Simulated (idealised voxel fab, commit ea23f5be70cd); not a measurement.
The document below concerns the process module designated voxel air gaps.
Square cells of 5 nm make up the cross-section cut, whose width is 155 nm.
Cross-section format: a grid of square cells, given as bands from top to bottom; each band is one or more rows of cells.
It is stipulated that each band's entry specify, in nanometres, the height of the top of the band and then that of its bottom, followed by the materials of the band in left-to-right sequence, each together with its width in nanometres. A single material marked by the word "edge to edge" is understood to fill the band from edge to edge; the word "empty" is understood to denote empty space.
The level at which height equals 0 is the one under which the wafer, as it arrives, is entirely one material. No lower edge exists for the bottom band, which continues downward and is notated as in "0 down".
The two numbers in a width such as "30->40" mark its ends across the band: the first belongs to the top row of cells, the second to the bottom row, and from each row to the next the width moves by the same amount.
Basically "stayed the same" means that step didn't change any cell in the cross-section.
"Unvented internal voids": empty spaces of 8 cells or more with no open way to the top, each given as width x height at distance, distance from the left edge, all in nm.
Step line, after settings: the simulator's comment on this step.
When a step includes a mask, the "overlay nm" setting on its line states how far to the right of its planned place that mask lay, and negative values state how far to the left.
List of planned process steps
1) RECEIVE, material Si
2) CONFORMAL_DEP, material SiO2, thk nm 10
3) CONFORMAL_DEP, material SiCN, thk nm 5
4) DIRECTIONAL_DEP, material lowk, thk nm 30
5) DIRECTIONAL_DEP, material aC, thk nm 10
6) PATTERN, tone open, mask id LINES, material resist, width nm 20, pitch nm 45, thk nm 25, overlay nm 0
7) DIRECTIONAL_ETCH, etch materials aC, depth nm 10
8) STRIP, etch materials resist
9) DIRECTIONAL_ETCH, etch materials lowk, depth nm 30
10) STRIP, etch materials aC
11) CONFORMAL_DEP, material TiN, thk nm 5
12) FILL_DEP, material Cu, thk nm 5
13) CMP, height nm 45
14) EPI, material Ru, thk nm 10
15) SELECTIVE_ETCH, etch materials lowk, depth nm 40
16) CONFORMAL_DEP, material SiCN, thk nm 5
Incoming wafer, cross-sectional view, post step 1
- 0 down | Si edge to edge
- Unvented internal voids: none
Module complete - cross-section of the first of two wafers, run according to plan
- 60 to 55 | 5 nm empty, then 140 nm SiCN, then 10 nm empty
- 55 to 45 | 5 nm empty, then 5 nm SiCN, then 40 nm Ru, then 5 nm SiCN, then 40 nm Ru, then 5 nm SiCN, then 40 nm Ru, then 5 nm SiCN, then 10 nm empty
- 45 to 40 | 5 nm empty, then 15 nm SiCN, then 5 nm TiN, then 10 nm Cu, then 5 nm TiN, then 25 nm SiCN, then 5 nm TiN, then 10 nm Cu, then 5 nm TiN, then 25 nm SiCN, then 5 nm TiN, then 10 nm Cu, then 5 nm TiN, then 15 nm SiCN, then 10 nm empty
- 40 to 20 | 15 nm empty, then 5 nm SiCN, then 5 nm TiN, then 10 nm Cu, then 5 nm TiN, then 5 nm SiCN, then 15 nm empty, then 5 nm SiCN, then 5 nm TiN, then 10 nm Cu, then 5 nm TiN, then 5 nm SiCN, then 15 nm empty, then 5 nm SiCN, then 5 nm TiN, then 10 nm Cu, then 5 nm TiN, then 5 nm SiCN, then 20 nm empty
- 20 to 15 | 20 nm SiCN, then 20 nm TiN, then 25 nm SiCN, then 20 nm TiN, then 25 nm SiCN, then 20 nm TiN, then 25 nm SiCN
- 15 to 10 | SiCN edge to edge
- 10 to 0 | SiO2 edge to edge
- 0 down | Si edge to edge
- Unvented internal voids: 15 x 20 at 45; 15 x 20 at 90
Second wafer of the two, sectioned at the end of the module. It began like the first and followed the same plan, but one mistake was made while running it
- 60 to 55 | 5 nm empty, then 140 nm SiCN, then 10 nm empty
- 55 to 45 | 5 nm empty, then 5 nm SiCN, then 40 nm Ru, then 5 nm SiCN, then 40 nm Ru, then 5 nm SiCN, then 40 nm Ru, then 5 nm SiCN, then 10 nm empty
- 45 to 40 | 5 nm empty, then 15 nm SiCN, then 5 nm TiN, then 10 nm Cu, then 5 nm TiN, then 25 nm SiCN, then 5 nm TiN, then 10 nm Cu, then 5 nm TiN, then 25 nm SiCN, then 5 nm TiN, then 10 nm Cu, then 5 nm TiN, then 15 nm SiCN, then 10 nm empty
- 40 to 25 | 15 nm empty, then 5 nm SiCN, then 5 nm TiN, then 10 nm Cu, then 5 nm TiN, then 5 nm SiCN, then 15 nm empty, then 5 nm SiCN, then 5 nm TiN, then 10 nm Cu, then 5 nm TiN, then 5 nm SiCN, then 15 nm empty, then 5 nm SiCN, then 5 nm TiN, then 10 nm Cu, then 5 nm TiN, then 5 nm SiCN, then 20 nm empty
- 25 to 20 | 20 nm SiCN, then 20 nm TiN, then 25 nm SiCN, then 20 nm TiN, then 25 nm SiCN, then 20 nm TiN, then 25 nm SiCN
- 20 to 15 | SiCN edge to edge
- 15 to 0 | SiO2 edge to edge
- 0 down | Si edge to edge
- Unvented internal voids: 15 x 15 at 45; 15 x 15 at 90
What broke from the plan during processing? heads up, step 2 didn't go per plan, it actually ran as CONFORMAL_DEP, material SiO2, thk nm 15
Heads up, by the end the second wafer has more or fewer cells of some materials compared to the first: Cu -6; SiCN -6; SiO2 +31; TiN -6
